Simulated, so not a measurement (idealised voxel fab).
process module | voxel ribs on slabs
cross-section cut | 200 nm wide | cells 5 nm
A cross-section is a grid of square cells, given in bands from the top down. A band is one or more rows of cells.
Each band's line starts with the height of the band's top and of its bottom, in nm. Then come its materials from left to right, each with its width in nm. One material with "throughout" fills the band from edge to edge. "air" is empty space.
Height 0 is the level under which the wafer as received is all one material. The lowest band goes on downwards, as in "0 down".
A width such as "30 to 40" changes by the same amount from each row of cells to the next, from the band's top row to its bottom row.
"no change" after a step means that no cell of the cross-section changed.
closed voids: empty space of 8 cells or more with no open way to the top, each as width x height at its distance from the left edge, in nm
after a step's settings: what the simulator itself notes on the step
overlay nm, on a step with a mask: how far to the right of its planned place the mask lay; to the left if negative
plan
1 op RECEIVE | material Si
2 op DIRECTIONAL_DEP | material SiO2 | thk nm 25
3 op DIRECTIONAL_DEP | material polySi | thk nm 15
4 op MASKED_ETCH | tone cover | mask id RIB | width nm 20 | etch materials polySi | depth nm 10 | overlay nm 0
5 op MASKED_ETCH | tone cover | mask id SLAB | width nm 60 | etch materials polySi | depth nm 5 | overlay nm 0
6 op FILL_DEP | material SiO2 | thk nm 20
7 op CMP | height nm 55
8 op DIRECTIONAL_DEP | material TiN | thk nm 5
9 op PATTERN | tone cover | mask id HEATER | material resist | width nm 30 | thk nm 15 | overlay nm 0
10 op DIRECTIONAL_ETCH | etch materials TiN | depth nm 5
11 op STRIP | etch materials resist
12 op CONFORMAL_DEP | material SiN | thk nm 10
first wafer, as planned
as received, after step 1
  0 down: Si throughout
  closed voids: none
after step 2
  25 to 0: SiO2 throughout
  below 0: unchanged
after step 3
  40 to 25: polySi throughout
  below 25: unchanged
after step 4
  40 to 30: air 90 | polySi 20 | air 90
  below 30: unchanged
after step 5
  40 to 30: air 90 | polySi 20 | air 90
  30 to 25: air 70 | polySi 60 | air 70
  below 25: unchanged
after step 6
  60 to 40: SiO2 throughout
  40 to 30: SiO2 90 | polySi 20 | SiO2 90
  30 to 25: SiO2 70 | polySi 60 | SiO2 70
  below 25: unchanged
after step 7
  55 to 40: SiO2 throughout
  below 40: unchanged
after step 8
  60 to 55: TiN throughout
  below 55: unchanged
after step 9
  75 to 60: air 85 | resist 30 | air 85
  below 60: unchanged
after step 10
  75 to 60: air 85 | resist 30 | air 85
  60 to 55: air 85 | TiN 30 | air 85
  below 55: unchanged
after step 11
  60 to 55: air 85 | TiN 30 | air 85
  below 55: unchanged
after step 12
  70 to 65: air 75 | SiN 50 | air 75
  65 to 60: SiN throughout
  60 to 55: SiN 85 | TiN 30 | SiN 85
  below 55: unchanged
second wafer: like start, like plan, one mistake. Through step 1 it matches the first wafer
when step 2 should have ended
  15 to 0: polySi throughout
  below 0: unchanged
when step 3 should have ended
  40 to 15: SiO2 throughout
  below 15: unchanged
when step 4 should have ended: no change
when step 5 should have ended: no change
when step 6 should have ended
  60 to 15: SiO2 throughout
  below 15: unchanged
when step 7 should have ended
  55 to 15: SiO2 throughout
  below 15: unchanged
when step 8 should have ended
  60 to 55: TiN throughout
  below 55: unchanged
when step 9 should have ended
  75 to 60: air 85 | resist 30 | air 85
  below 60: unchanged
when step 10 should have ended
  75 to 60: air 85 | resist 30 | air 85
  60 to 55: air 85 | TiN 30 | air 85
  below 55: unchanged
when step 11 should have ended
  60 to 55: air 85 | TiN 30 | air 85
  below 55: unchanged
when step 12 should have ended
  70 to 65: air 75 | SiN 50 | air 75
  65 to 60: SiN throughout
  60 to 55: SiN 85 | TiN 30 | SiN 85
  below 55: unchanged
what went wrong: steps 2 and 3 were swapped
at the end the second wafer has, in cells: 100 fewer of SiO2 | 100 more of polySi
